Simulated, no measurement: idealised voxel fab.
Process module, titled voxel ribs on slabs
This is section cut - it's 175 nm across, gridded in 5 nm square cells.
Cross-section = grid of square cells, listed top down in bands; band = one or more rows.
Heads up on the band format: heights come first, top then bottom, in nm. After that it's the materials left to right, each with its width in nm. A single material flagged "everywhere" fills the whole band edge to edge, and "air" means there's empty space there.
Heights from 0 (as-received wafer is one material below). Bottom band endless downward, as "0..down".
With a width like "30->40", each row of cells in the band differs from the next by the same amount, the top row carrying the first number and the bottom row the second.
"remained unchanged" after a step means that no cell of the cross-section changed.
Any empty space of 8 cells or more lacking an open way to the top shows up in "Voids lacking openings" as width x height at distance, distance from the left edge, in nm.
What comes after the settings on a step's line is commentary from the simulator itself on that step.
Each step line may optionally specify "overlay nm", which for a step with a mask gives the rightward distance between the mask's planned place and where it lay, a negative value indicating the leftward direction.

The planned process steps are enumerated hereunder:
1 RECEIVE,material Si
2 DIRECTIONAL_DEP,material SiO2,thk nm 20
3 DIRECTIONAL_DEP,material SiN,thk nm 15
4 MASKED_ETCH,tone cover,mask id RIB,width nm 25,etch materials SiN,depth nm 5,overlay nm 0
5 MASKED_ETCH,tone cover,mask id SLAB,width nm 55,etch materials SiN,depth nm 10,overlay nm 0
6 FILL_DEP,material SiO2,thk nm 15
7 CMP,height nm 45
8 DIRECTIONAL_DEP,material W,thk nm 10
9 PATTERN,tone cover,mask id HEATER,material resist,width nm 35,thk nm 15,overlay nm 0
10 DIRECTIONAL_ETCH,etch materials W,depth nm 10
11 STRIP,etch materials resist
12 CONFORMAL_DEP,material SiN,thk nm 10

The first of a set of two wafers, run to plan:

Wafer at receipt (post step 1), cross-section:
0..down: Si everywhere
Voids lacking openings: none

Cross-section: wafer state after step 2:
20..0: SiO2 everywhere
For the remainder of the cross-section, below 0, there is no change.

Cross-section: wafer state after step 3:
35..20: SiN everywhere
For the remainder of the cross-section, below 20, there is no change.

Cross-section: wafer state after step 4:
35..30: air: 75, then SiN: 25, then air: 75
For the remainder of the cross-section, below 30, there is no change.

Cross-section: wafer state after step 5:
35..30: air: 75, then SiN: 25, then air: 75
30..20: air: 60, then SiN: 55, then air: 60
For the remainder of the cross-section, below 20, there is no change.

Cross-section: wafer state after step 6:
50..35: SiO2 everywhere
35..30: SiO2: 75, then SiN: 25, then SiO2: 75
30..20: SiO2: 60, then SiN: 55, then SiO2: 60
For the remainder of the cross-section, below 20, there is no change.

Cross-section: wafer state after step 7:
45..35: SiO2 everywhere
For the remainder of the cross-section, below 35, there is no change.

Cross-section: wafer state after step 8:
55..45: W everywhere
For the remainder of the cross-section, below 45, there is no change.

Cross-section: wafer state after step 9:
70..55: air: 70, then resist: 35, then air: 70
For the remainder of the cross-section, below 55, there is no change.

Cross-section: wafer state after step 10:
70..55: air: 70, then resist: 35, then air: 70
55..45: air: 70, then W: 35, then air: 70
For the remainder of the cross-section, below 45, there is no change.

Cross-section: wafer state after step 11:
55..45: air: 70, then W: 35, then air: 70
For the remainder of the cross-section, below 45, there is no change.

Cross-section: wafer state after step 12:
65..55: air: 60, then SiN: 55, then air: 60
55..45: SiN: 70, then W: 35, then SiN: 70
For the remainder of the cross-section, below 45, there is no change.

The Second Wafer: Common Origin and Plan, One Mistake in Execution, Identical to the First Through Step 1:

Second wafer shown in cross-section at the time step 2 was slated to end:
40..0: SiO2 everywhere
For the remainder of the cross-section, below 0, there is no change.

Second wafer shown in cross-section at the time step 3 was slated to end:
55..40: SiN everywhere
For the remainder of the cross-section, below 40, there is no change.

Second wafer shown in cross-section at the time step 4 was slated to end:
55..50: air: 75, then SiN: 25, then air: 75
For the remainder of the cross-section, below 50, there is no change.

Second wafer shown in cross-section at the time step 5 was slated to end:
55..50: air: 75, then SiN: 25, then air: 75
50..40: air: 60, then SiN: 55, then air: 60
For the remainder of the cross-section, below 40, there is no change.

Second wafer shown in cross-section at the time step 6 was slated to end:
70..55: SiO2 everywhere
55..50: SiO2: 75, then SiN: 25, then SiO2: 75
50..40: SiO2: 60, then SiN: 55, then SiO2: 60
For the remainder of the cross-section, below 40, there is no change.

Second wafer shown in cross-section at the time step 7 was slated to end:
45..40: SiO2: 60, then SiN: 55, then SiO2: 60
For the remainder of the cross-section, below 40, there is no change.

Second wafer shown in cross-section at the time step 8 was slated to end:
55..45: W everywhere
For the remainder of the cross-section, below 45, there is no change.

Second wafer shown in cross-section at the time step 9 was slated to end:
70..55: air: 70, then resist: 35, then air: 70
For the remainder of the cross-section, below 55, there is no change.

Second wafer shown in cross-section at the time step 10 was slated to end:
70..55: air: 70, then resist: 35, then air: 70
55..45: air: 70, then W: 35, then air: 70
For the remainder of the cross-section, below 45, there is no change.

Second wafer shown in cross-section at the time step 11 was slated to end:
55..45: air: 70, then W: 35, then air: 70
For the remainder of the cross-section, below 45, there is no change.

Second wafer shown in cross-section at the time step 12 was slated to end:
65..55: air: 60, then SiN: 55, then air: 60
55..45: SiN: 70, then W: 35, then SiN: 70
For the remainder of the cross-section, below 45, there is no change.
Short version of what went wrong: step 2 from the plan got run twice
Final wafer comparison in cells, second versus first, more or fewer per material: SiN: 16 fewer; SiO2: 16 more
